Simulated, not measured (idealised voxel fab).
process module | voxel local oxidation
cross-section cut | 295 nm wide | cells 5 nm
A cross-section is a grid of square cells, given in bands from the top down. A band is one or more rows of cells.
Each band's line starts with the height of the band's top and of its bottom, in nm. Then come its materials from left to right, each with its width in nm. One material with "throughout" fills the band from edge to edge. "air" is empty space.
Height 0 is the level under which the wafer as received is all one material. The lowest band goes on downwards, as in "0 down".
A width such as "30 to 40" changes by the same amount from each row of cells to the next, from the band's top row to its bottom row.
"no change" after a step means that no cell of the cross-section changed.
closed voids: empty space of 8 cells or more with no open way to the top, each as width x height at its distance from the left edge, in nm
after a step's settings: what the simulator itself notes on the step
overlay nm, on a step with a mask: how far to the right of its planned place the mask lay; to the left if negative
plan
1 op RECEIVE | material Si
2 op CONFORMAL_DEP | material SiO2 | thk nm 5
3 op CONFORMAL_DEP | material SiN | thk nm 15
4 op MASKED_ETCH | tone cover | mask id ACTIVE | width nm 100 | etch materials SiN | depth nm 15 | overlay nm -15
5 op SELECTIVE_ETCH | etch materials SiO2 | depth nm 5
6 op OXIDIZE | depth nm 10
7 op STRIP | etch materials SiN
varied across the wafers: overlay nm of step 4. The plan shows the first wafer's value. All wafers start alike
first wafer as received, after step 1
  0 down: Si throughout
  closed voids: none
first wafer at the end, after step 7
  5 to 0: air 85 | SiO2 90 | air 120
  0 to -10: SiO2 95 | Si 70 | SiO2 130
  -10 down: Si throughout
  closed voids: none
last wafer at the end
  5 to 0: air 115 | SiO2 90 | air 90
  0 to -10: SiO2 125 | Si 70 | SiO2 100
  -10 down: Si throughout
  closed voids: none
each wafer at the end: cells of each material gained (+) or lost (-) since it was received, then its closed voids
overlay nm -15 | -90 Si | +108 SiO2 | closed voids: none
overlay nm -10 | -90 Si | +108 SiO2 | closed voids: none
overlay nm -5 | -90 Si | +108 SiO2 | closed voids: none
overlay nm 0 | -90 Si | +108 SiO2 | closed voids: none
overlay nm 5 | -90 Si | +108 SiO2 | closed voids: none
overlay nm 10 | -90 Si | +108 SiO2 | closed voids: none
overlay nm 15 | -90 Si | +108 SiO2 | closed voids: none
